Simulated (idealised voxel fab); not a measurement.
Documented hereafter: the process module known as voxel transistor to metal.
In the cross-section labelled cut, the width is 150 nm and each square cell is 5 nm.
Square cells in a grid make up a cross-section in this document, and the grid is given as bands, listed from the top down, each one or more rows of cells. Top height, bottom height, nm. Materials left to right, width each, nm. Single material + "everywhere" = fills band edge to edge. "air" = empty. Counting heights begins at 0, where everything beneath is, in the wafer as received, one material. The lowest band has no bottom; it goes on downwards, as "0 and below" shows. Top row gets the first number, bottom row gets the second, and each row in between changes by the same step: that is how a band width like "30..40" works. Step marked "nothing got changed"? Then no cell in the cross-section changed in it. Under "Tabulated closed voids" you'll find the enclosed gaps, the ones with no way out to the top, that are 8 cells or bigger; each reads width x height at distance, with distance counted from the left edge, everything in nm. Formally, on a step line, whatever follows the settings is a remark that the simulator itself makes on the step. "overlay nm" answers the question of how far to the right of plan the mask lay on a step that has a mask, and when it is negative the answer is to the left.

[This section lists the process steps that were planned]
1 RECEIVE: material Si
2 CONFORMAL_DEP: material SiO2, thk nm 5
3 CONFORMAL_DEP: material SiN, thk nm 10
4 PATTERN: tone cover, mask id ACTIVE, material resist, width nm 95, thk nm 15, overlay nm 0
5 DIRECTIONAL_ETCH: etch materials SiN, depth nm 10
6 DIRECTIONAL_ETCH: etch materials SiO2, depth nm 5
7 DIRECTIONAL_ETCH: etch materials Si, depth nm 25
8 STRIP: etch materials resist
9 OXIDIZE: depth nm 5
10 FILL_DEP: material SiO2, thk nm 10
11 CMP: height nm 15
12 SELECTIVE_ETCH: etch materials SiO2, depth nm 5
13 STRIP: etch materials SiN
14 SELECTIVE_ETCH: etch materials SiO2, depth nm 5
15 OXIDIZE: depth nm 5
16 DIRECTIONAL_DEP: material polySi, thk nm 30
17 DIRECTIONAL_DEP: material SiCN, thk nm 10
18 MASKED_ETCH: tone cover, mask id GATE, width nm 15, etch materials SiCN, depth nm 20, overlay nm 0
19 MASKED_ETCH: tone cover, mask id GATE, width nm 15, etch materials polySi, depth nm 40, overlay nm 0
20 CONFORMAL_DEP: material SiN, thk nm 10
21 DIRECTIONAL_ETCH: etch materials SiN, depth nm 10
22 DIRECTIONAL_ETCH: etch materials SiO2, depth nm 5
23 DIRECTIONAL_ETCH: etch materials Si, depth nm 10
24 EPI: material pSi, thk nm 10
25 FILL_DEP: material SiO2, thk nm 5
26 CMP: height nm 40
27 DIRECTIONAL_DEP: material SiO2, thk nm 15
28 MASKED_ETCH: tone open, mask id CONTACT, width nm 20, pitch nm 65, etch materials SiO2, depth nm 60, overlay nm 0
29 CONFORMAL_DEP: material TiN, thk nm 5
30 FILL_DEP: material Ru, thk nm 5
31 CMP: height nm 55
32 CONFORMAL_DEP: material SiCN, thk nm 5
33 DIRECTIONAL_DEP: material SiO2, thk nm 20
34 PATTERN: tone open, mask id METAL_1, material resist, width nm 20, pitch nm 65, thk nm 15, overlay nm 0
35 DIRECTIONAL_ETCH: etch materials SiO2, depth nm 20
36 DIRECTIONAL_ETCH: etch materials SiCN, depth nm 5
37 STRIP: etch materials resist
38 CONFORMAL_DEP: material TiN, thk nm 5
39 FILL_DEP: material Cu, thk nm 5
40 CMP: height nm 80
41 CONFORMAL_DEP: material SiN, thk nm 5

[first wafer, as planned]

[Incoming wafer in cross-section (state: after step 1)]
  0 and below | Si everywhere
  Tabulated closed voids: none

[After step 2, in cross-section]
  5 down to 0 | SiO2 everywhere
  Nothing below the height 0 has changed.

[After step 3, in cross-section]
  15 down to 5 | SiN everywhere
  Nothing below the height 5 has changed.

[After step 4, in cross-section]
  30 down to 15 | air 25 / resist 95 / air 30
  Nothing below the height 15 has changed.

[After step 5, in cross-section]
  30 down to 15 | air 25 / resist 95 / air 30
  15 down to 5 | air 25 / SiN 95 / air 30
  Nothing below the height 5 has changed.

[After step 6, in cross-section]
  30 down to 15 | air 25 / resist 95 / air 30
  15 down to 5 | air 25 / SiN 95 / air 30
  5 down to 0 | air 25 / SiO2 95 / air 30
  Nothing below the height 0 has changed.

[After step 7, in cross-section]
  30 down to 15 | air 25 / resist 95 / air 30
  15 down to 5 | air 25 / SiN 95 / air 30
  5 down to 0 | air 25 / SiO2 95 / air 30
  0 down to -25 | air 25 / Si 95 / air 30
  Nothing below the height -25 has changed.

[After step 8, in cross-section]
  15 down to 5 | air 25 / SiN 95 / air 30
  Nothing below the height 5 has changed.

[After step 9, in cross-section]
  15 down to 5 | air 25 / SiN 95 / air 30
  5 down to 0 | air 25 / SiO2 95 / air 30
  0 down to -25 | air 25 / SiO2 5 / Si 85 / SiO2 5 / air 30
  -25 down to -30 | SiO2 30 / Si 85 / SiO2 35
  Nothing below the height -30 has changed.

[After step 10, in cross-section]
  25 down to 15 | SiO2 everywhere
  15 down to 5 | SiO2 25 / SiN 95 / SiO2 30
  5 down to 0 | SiO2 everywhere
  0 down to -30 | SiO2 30 / Si 85 / SiO2 35
  Nothing below the height -30 has changed.

[After step 11, in cross-section]
  15 down to 5 | SiO2 25 / SiN 95 / SiO2 30
  Nothing below the height 5 has changed.

[After step 12, in cross-section]
  15 down to 10 | air 25 / SiN 95 / air 30
  Nothing below the height 10 has changed.

[After step 13, in cross-section]
  10 down to 5 | SiO2 25 / air 95 / SiO2 30
  Nothing below the height 5 has changed.

[After step 14, in cross-section]
  5 down to 0 | SiO2 20 / air 105 / SiO2 25
  Nothing below the height 0 has changed.

[After step 15, in cross-section]
  5 down to 0 | SiO2 20 / air 105 / SiO2 25
  0 down to -5 | SiO2 everywhere
  Nothing below the height -5 has changed.

[After step 16, in cross-section]
  35 down to 30 | polySi 20 / air 105 / polySi 25
  30 down to 5 | polySi everywhere
  5 down to 0 | SiO2 20 / polySi 105 / SiO2 25
  Nothing below the height 0 has changed.

[After step 17, in cross-section]
  45 down to 40 | SiCN 20 / air 105 / SiCN 25
  40 down to 35 | SiCN everywhere
  35 down to 30 | polySi 20 / SiCN 105 / polySi 25
  Nothing below the height 30 has changed.

[After step 18, in cross-section]
  40 down to 35 | air 65 / SiCN 15 / air 70
  35 down to 30 | polySi 20 / air 45 / SiCN 15 / air 45 / polySi 25
  Nothing below the height 30 has changed.

[After step 19, in cross-section]
  40 down to 30 | air 65 / SiCN 15 / air 70
  30 down to 5 | air 65 / polySi 15 / air 70
  5 down to 0 | SiO2 20 / air 45 / polySi 15 / air 45 / SiO2 25
  Nothing below the height 0 has changed.

[After step 20, in cross-section]
  50 down to 40 | air 55 / SiN 35 / air 60
  40 down to 30 | air 55 / SiN 10 / SiCN 15 / SiN 10 / air 60
  30 down to 15 | air 55 / SiN 10 / polySi 15 / SiN 10 / air 60
  15 down to 10 | SiN 30 / air 25 / SiN 10 / polySi 15 / SiN 10 / air 25 / SiN 35
  10 down to 5 | SiN 65 / polySi 15 / SiN 70
  5 down to 0 | SiO2 20 / SiN 45 / polySi 15 / SiN 45 / SiO2 25
  Nothing below the height 0 has changed.

[After step 21, in cross-section]
  40 down to 30 | air 55 / SiN 10 / SiCN 15 / SiN 10 / air 60
  30 down to 5 | air 55 / SiN 10 / polySi 15 / SiN 10 / air 60
  5 down to 0 | SiO2 20 / SiN 10 / air 25 / SiN 10 / polySi 15 / SiN 10 / air 25 / SiN 10 / SiO2 25
  Nothing below the height 0 has changed.

[After step 22, in cross-section]
  40 down to 30 | air 55 / SiN 10 / SiCN 15 / SiN 10 / air 60
  30 down to 5 | air 55 / SiN 10 / polySi 15 / SiN 10 / air 60
  5 down to 0 | air 20 / SiN 10 / air 25 / SiN 10 / polySi 15 / SiN 10 / air 25 / SiN 10 / air 25
  0 down to -5 | SiO2 30 / air 25 / SiO2 35 / air 25 / SiO2 35
  Nothing below the height -5 has changed.

[After step 23, in cross-section]
  40 down to 30 | air 55 / SiN 10 / SiCN 15 / SiN 10 / air 60
  30 down to 5 | air 55 / SiN 10 / polySi 15 / SiN 10 / air 60
  5 down to 0 | air 20 / SiN 10 / air 25 / SiN 10 / polySi 15 / SiN 10 / air 25 / SiN 10 / air 25
  0 down to -5 | SiO2 30 / air 25 / SiO2 35 / air 25 / SiO2 35
  -5 down to -15 | SiO2 30 / air 25 / Si 35 / air 25 / SiO2 35
  Nothing below the height -15 has changed.

[After step 24, in cross-section]
  40 down to 30 | air 55 / SiN 10 / SiCN 15 / SiN 10 / air 60
  30 down to 5 | air 55 / SiN 10 / polySi 15 / SiN 10 / air 60
  5 down to 0 | air 20 / SiN 10 / air 15 / pSi 10 / SiN 10 / polySi 15 / SiN 10 / pSi 10 / air 15 / SiN 10 / air 25
  0 down to -5 | SiO2 30 / air 15 / pSi 10 / SiO2 35 / pSi 10 / air 15 / SiO2 35
  -5 down to -15 | SiO2 30 / pSi 25 / Si 35 / pSi 25 / SiO2 35
  Nothing below the height -15 has changed.

[After step 25, in cross-section]
  45 down to 40 | SiO2 everywhere
  40 down to 30 | SiO2 55 / SiN 10 / SiCN 15 / SiN 10 / SiO2 60
  30 down to 5 | SiO2 55 / SiN 10 / polySi 15 / SiN 10 / SiO2 60
  5 down to 0 | SiO2 20 / SiN 10 / SiO2 15 / pSi 10 / SiN 10 / polySi 15 / SiN 10 / pSi 10 / SiO2 15 / SiN 10 / SiO2 25
  0 down to -5 | SiO2 45 / pSi 10 / SiO2 35 / pSi 10 / SiO2 50
  Nothing below the height -5 has changed.

[After step 26, in cross-section]
  40 down to 30 | SiO2 55 / SiN 10 / SiCN 15 / SiN 10 / SiO2 60
  Nothing below the height 30 has changed.

[After step 27, in cross-section]
  55 down to 40 | SiO2 everywhere
  Nothing below the height 40 has changed.

[After step 28, in cross-section]
  55 down to 40 | SiO2 30 / air 20 / SiO2 45 / air 20 / SiO2 35
  40 down to 30 | SiO2 30 / air 20 / SiO2 5 / SiN 10 / SiCN 15 / SiN 10 / SiO2 5 / air 20 / SiO2 35
  30 down to 5 | SiO2 30 / air 20 / SiO2 5 / SiN 10 / polySi 15 / SiN 10 / SiO2 5 / air 20 / SiO2 35
  5 down to 0 | SiO2 20 / SiN 10 / air 15 / pSi 10 / SiN 10 / polySi 15 / SiN 10 / pSi 10 / air 15 / SiN 10 / SiO2 25
  0 down to -5 | SiO2 30 / air 15 / pSi 10 / SiO2 35 / pSi 10 / air 15 / SiO2 35
  Nothing below the height -5 has changed.

[After step 29, in cross-section]
  60 down to 55 | TiN 35 / air 10 / TiN 55 / air 10 / TiN 40
  55 down to 40 | SiO2 30 / TiN 5 / air 10 / TiN 5 / SiO2 45 / TiN 5 / air 10 / TiN 5 / SiO2 35
  40 down to 30 | SiO2 30 / TiN 5 / air 10 / TiN 5 / SiO2 5 / SiN 10 / SiCN 15 / SiN 10 / SiO2 5 / TiN 5 / air 10 / TiN 5 / SiO2 35
  30 down to 10 | SiO2 30 / TiN 5 / air 10 / TiN 5 / SiO2 5 / SiN 10 / polySi 15 / SiN 10 / SiO2 5 / TiN 5 / air 10 / TiN 5 / SiO2 35
  10 down to 5 | SiO2 30 / TiN 5 / air 5 / TiN 10 / SiO2 5 / SiN 10 / polySi 15 / SiN 10 / SiO2 5 / TiN 10 / air 5 / TiN 5 / SiO2 35
  5 down to 0 | SiO2 20 / SiN 10 / TiN 5 / air 5 / TiN 5 / pSi 10 / SiN 10 / polySi 15 / SiN 10 / pSi 10 / TiN 5 / air 5 / TiN 5 / SiN 10 / SiO2 25
  0 down to -5 | SiO2 30 / TiN 15 / pSi 10 / SiO2 35 / pSi 10 / TiN 15 / SiO2 35
  Nothing below the height -5 has changed.

[After step 30, in cross-section]
  65 down to 60 | Ru everywhere
  60 down to 55 | TiN 35 / Ru 10 / TiN 55 / Ru 10 / TiN 40
  55 down to 40 | SiO2 30 / TiN 5 / Ru 10 / TiN 5 / SiO2 45 / TiN 5 / Ru 10 / TiN 5 / SiO2 35
  40 down to 30 | SiO2 30 / TiN 5 / Ru 10 / TiN 5 / SiO2 5 / SiN 10 / SiCN 15 / SiN 10 / SiO2 5 / TiN 5 / Ru 10 / TiN 5 / SiO2 35
  30 down to 10 | SiO2 30 / TiN 5 / Ru 10 / TiN 5 / SiO2 5 / SiN 10 / polySi 15 / SiN 10 / SiO2 5 / TiN 5 / Ru 10 / TiN 5 / SiO2 35
  10 down to 5 | SiO2 30 / TiN 5 / Ru 5 / TiN 10 / SiO2 5 / SiN 10 / polySi 15 / SiN 10 / SiO2 5 / TiN 10 / Ru 5 / TiN 5 / SiO2 35
  5 down to 0 | SiO2 20 / SiN 10 / TiN 5 / Ru 5 / TiN 5 / pSi 10 / SiN 10 / polySi 15 / SiN 10 / pSi 10 / TiN 5 / Ru 5 / TiN 5 / SiN 10 / SiO2 25
  Nothing below the height 0 has changed.

[After step 31, in cross-section]
  55 down to 40 | SiO2 30 / TiN 5 / Ru 10 / TiN 5 / SiO2 45 / TiN 5 / Ru 10 / TiN 5 / SiO2 35
  Nothing below the height 40 has changed.

[After step 32, in cross-section]
  60 down to 55 | SiCN everywhere
  Nothing below the height 55 has changed.

[After step 33, in cross-section]
  80 down to 60 | SiO2 everywhere
  Nothing below the height 60 has changed.

[After step 34, in cross-section]
  95 down to 80 | resist 30 / air 20 / resist 45 / air 20 / resist 35
  Nothing below the height 80 has changed.

[After step 35, in cross-section]
  95 down to 80 | resist 30 / air 20 / resist 45 / air 20 / resist 35
  80 down to 60 | SiO2 30 / air 20 / SiO2 45 / air 20 / SiO2 35
  Nothing below the height 60 has changed.

[After step 36, in cross-section]
  95 down to 80 | resist 30 / air 20 / resist 45 / air 20 / resist 35
  80 down to 60 | SiO2 30 / air 20 / SiO2 45 / air 20 / SiO2 35
  60 down to 55 | SiCN 30 / air 20 / SiCN 45 / air 20 / SiCN 35
  Nothing below the height 55 has changed.

[After step 37, in cross-section]
  80 down to 60 | SiO2 30 / air 20 / SiO2 45 / air 20 / SiO2 35
  Nothing below the height 60 has changed.

[After step 38, in cross-section]
  85 down to 80 | TiN 35 / air 10 / TiN 55 / air 10 / TiN 40
  80 down to 60 | SiO2 30 / TiN 5 / air 10 / TiN 5 / SiO2 45 / TiN 5 / air 10 / TiN 5 / SiO2 35
  60 down to 55 | SiCN 30 / TiN 20 / SiCN 45 / TiN 20 / SiCN 35
  Nothing below the height 55 has changed.

[After step 39, in cross-section]
  90 down to 85 | Cu everywhere
  85 down to 80 | TiN 35 / Cu 10 / TiN 55 / Cu 10 / TiN 40
  80 down to 60 | SiO2 30 / TiN 5 / Cu 10 / TiN 5 / SiO2 45 / TiN 5 / Cu 10 / TiN 5 / SiO2 35
  Nothing below the height 60 has changed.

[After step 40, in cross-section]
  80 down to 60 | SiO2 30 / TiN 5 / Cu 10 / TiN 5 / SiO2 45 / TiN 5 / Cu 10 / TiN 5 / SiO2 35
  Nothing below the height 60 has changed.

[After step 41, in cross-section]
  85 down to 80 | SiN everywhere
  Nothing below the height 80 has changed.

[second wafer: like start, like plan, one mistake. Through step 26 it matches the first wafer]

[Second wafer cross-section, taken as of the time the plan sets for step 27 to be done]
  55 down to 40 | Cu everywhere
  Nothing below the height 40 has changed.

Second wafer cross-section, taken as of the time the plan sets for step 28 to be done: nothing got changed

[Second wafer cross-section, taken as of the time the plan sets for step 29 to be done]
  60 down to 55 | TiN everywhere
  Nothing below the height 55 has changed.

[Second wafer cross-section, taken as of the time the plan sets for step 30 to be done]
  65 down to 60 | Ru everywhere
  Nothing below the height 60 has changed.

[Second wafer cross-section, taken as of the time the plan sets for step 31 to be done]
  55 down to 40 | Cu everywhere
  Nothing below the height 40 has changed.

[Second wafer cross-section, taken as of the time the plan sets for step 32 to be done]
  60 down to 55 | SiCN everywhere
  Nothing below the height 55 has changed.

[Second wafer cross-section, taken as of the time the plan sets for step 33 to be done]
  80 down to 60 | SiO2 everywhere
  Nothing below the height 60 has changed.

[Second wafer cross-section, taken as of the time the plan sets for step 34 to be done]
  95 down to 80 | resist 30 / air 20 / resist 45 / air 20 / resist 35
  Nothing below the height 80 has changed.

[Second wafer cross-section, taken as of the time the plan sets for step 35 to be done]
  95 down to 80 | resist 30 / air 20 / resist 45 / air 20 / resist 35
  80 down to 60 | SiO2 30 / air 20 / SiO2 45 / air 20 / SiO2 35
  Nothing below the height 60 has changed.

[Second wafer cross-section, taken as of the time the plan sets for step 36 to be done]
  95 down to 80 | resist 30 / air 20 / resist 45 / air 20 / resist 35
  80 down to 60 | SiO2 30 / air 20 / SiO2 45 / air 20 / SiO2 35
  60 down to 55 | SiCN 30 / air 20 / SiCN 45 / air 20 / SiCN 35
  Nothing below the height 55 has changed.

[Second wafer cross-section, taken as of the time the plan sets for step 37 to be done]
  80 down to 60 | SiO2 30 / air 20 / SiO2 45 / air 20 / SiO2 35
  Nothing below the height 60 has changed.

[Second wafer cross-section, taken as of the time the plan sets for step 38 to be done]
  85 down to 80 | TiN 35 / air 10 / TiN 55 / air 10 / TiN 40
  80 down to 60 | SiO2 30 / TiN 5 / air 10 / TiN 5 / SiO2 45 / TiN 5 / air 10 / TiN 5 / SiO2 35
  60 down to 55 | SiCN 30 / TiN 20 / SiCN 45 / TiN 20 / SiCN 35
  Nothing below the height 55 has changed.

[Second wafer cross-section, taken as of the time the plan sets for step 39 to be done]
  90 down to 85 | Cu everywhere
  85 down to 80 | TiN 35 / Cu 10 / TiN 55 / Cu 10 / TiN 40
  80 down to 60 | SiO2 30 / TiN 5 / Cu 10 / TiN 5 / SiO2 45 / TiN 5 / Cu 10 / TiN 5 / SiO2 35
  Nothing below the height 60 has changed.

[Second wafer cross-section, taken as of the time the plan sets for step 40 to be done]
  80 down to 60 | SiO2 30 / TiN 5 / Cu 10 / TiN 5 / SiO2 45 / TiN 5 / Cu 10 / TiN 5 / SiO2 35
  Nothing below the height 60 has changed.

[Second wafer cross-section, taken as of the time the plan sets for step 41 to be done]
  85 down to 80 | SiN everywhere
  Nothing below the height 80 has changed.
Nonconformance to the process plan: step 27 off recipe, ran as DIRECTIONAL_DEP: material Cu, thk nm 15
FYI, end of process, the second wafer has more or fewer cells of some materials than the first: +90 Cu; -40 Ru; +2 SiO2; -52 TiN
